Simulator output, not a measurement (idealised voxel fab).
Herein follows the process module entitled voxel capacitor over wiring.
Cross-section cut: width 240 nm, square cells of 5 nm.
In this document a cross-section is written as a grid of square cells. It is given as a series of bands, listed from the top down, and a band is one or more rows of cells. In this notation a band is specified by the heights of its top and bottom, in that order and in nm, after which its materials appear from left to right, each paired with its width in nm. The word "throughout" attached to a single material means that material fills the band from edge to edge; the word "blank" stands for empty space. For the purposes of this specification, 0 denotes the height below which the wafer in its as-received condition is composed wholly of one material, and the lowermost band, lacking a lower limit, extends downward without end, as expressed in "0 and below". The notation "30..40" denotes a width that varies across the rows of cells in the band, beginning at the first number in the top row, finishing at the second number in the bottom row, and changing by an identical amount from each row to the next. "remains unaltered" (step): cross-section cells unchanged, all of them. Empty spaces counting at least 8 cells and having no open way to the top are listed in "Closed void roster". The notation width x height at distance is used for each, the distance being from the left edge and all three values in nm. It should be noted that, on the line of a given step, the content following the step's settings is a remark produced by the simulator itself with respect to that step. overlay nm: step with mask; distance mask lay right of planned place; negative value = left of planned place.

# Process steps - plan
1 RECEIVE with material Si
2 CONFORMAL_DEP with material SiO2, thk nm 15
3 DIRECTIONAL_DEP with material TiN, thk nm 5
4 DIRECTIONAL_DEP with material W, thk nm 15
5 MASKED_ETCH with tone cover, mask id METAL_1, width nm 30, pitch nm 90, etch materials W, depth nm 15, overlay nm 0
6 MASKED_ETCH with tone cover, mask id METAL_1, width nm 30, pitch nm 90, etch materials TiN, depth nm 5, overlay nm 0
7 FILL_DEP with material SiO2, thk nm 5
8 CMP with height nm 35
9 CONFORMAL_DEP with material SiCN, thk nm 5
10 DIRECTIONAL_DEP with material SiO2, thk nm 20
11 DIRECTIONAL_DEP with material aC, thk nm 10
12 PATTERN with tone open, mask id PLUG_1, material resist, width nm 15, thk nm 30, overlay nm 0
13 DIRECTIONAL_ETCH with etch materials aC, depth nm 10
14 STRIP with etch materials resist
15 DIRECTIONAL_ETCH with etch materials SiO2, depth nm 20
16 DIRECTIONAL_ETCH with etch materials SiCN, depth nm 5
17 STRIP with etch materials aC
18 EPI with material Ru, thk nm 10
19 EPI with material Ru, thk nm 10
20 EPI with material Ru, thk nm 5
21 DIRECTIONAL_DEP with material TiN, thk nm 5
22 DIRECTIONAL_DEP with material SiN, thk nm 5
23 DIRECTIONAL_DEP with material TiN, thk nm 5
24 MASKED_ETCH with tone cover, mask id UPPER_PLATE, width nm 65, etch materials TiN, depth nm 5, overlay nm 0
25 MASKED_ETCH with tone cover, mask id UPPER_PLATE, width nm 65, etch materials SiN, depth nm 5, overlay nm 0
26 MASKED_ETCH with tone cover, mask id LOWER_PLATE, width nm 75, etch materials TiN, depth nm 5, overlay nm 0
27 FILL_DEP with material SiO2, thk nm 20
28 CMP with height nm 90
29 DIRECTIONAL_DEP with material aC, thk nm 10
30 PATTERN with tone open, mask id PLUG_2, material resist, width nm 15, thk nm 30, overlay nm 0
31 DIRECTIONAL_ETCH with etch materials aC, depth nm 10
32 STRIP with etch materials resist
33 DIRECTIONAL_ETCH with etch materials SiO2, depth nm 15
34 STRIP with etch materials aC
35 CONFORMAL_DEP with material TiN, thk nm 5
36 FILL_DEP with material W, thk nm 5
37 CMP with height nm 90
38 CONFORMAL_DEP with material SiCN, thk nm 5

# Cross-section of the wafer upon arrival, representing the state reached after step 1
> 0 and below  Si throughout
> Closed void roster: none

# Starting wafer: above. Plan: above. Run: one mistake. Cross-section after the module: below
> 95 down to 90  SiCN throughout
> 90 down to 80  SiO2 85 nm  TiN 5 nm  W 5 nm  TiN 5 nm  SiO2 140 nm
> 80 down to 70  SiO2 85..90 nm  TiN 15..50 nm  SiO2 140..100 nm
> 70 down to 65  SiO2 90 nm  SiN 50 nm  SiO2 100 nm
> 65 down to 60  SiO2 70 nm  TiN 75 nm  SiO2 95 nm
> 60 down to 55  SiO2 75 nm  SiN 15 nm  SiO2 150 nm
> 55 down to 50  SiO2 75 nm  TiN 15 nm  SiO2 150 nm
> 50 down to 40  SiO2 75 nm  Ru 15 nm  SiO2 150 nm
> 40 down to 35  SiCN 75 nm  Ru 15 nm  SiCN 150 nm
> 35 down to 20  SiO2 60 nm  W 30 nm  SiO2 60 nm  W 30 nm  SiO2 60 nm
> 20 down to 15  SiO2 60 nm  TiN 30 nm  SiO2 60 nm  TiN 30 nm  SiO2 60 nm
> 15 down to 0  SiO2 throughout
> 0 and below  Si throughout
> Closed void roster: none
In executing the process, a mistake was made relative to the plan: a step was left out from among the identical steps 18 and 19, and there is no telling which
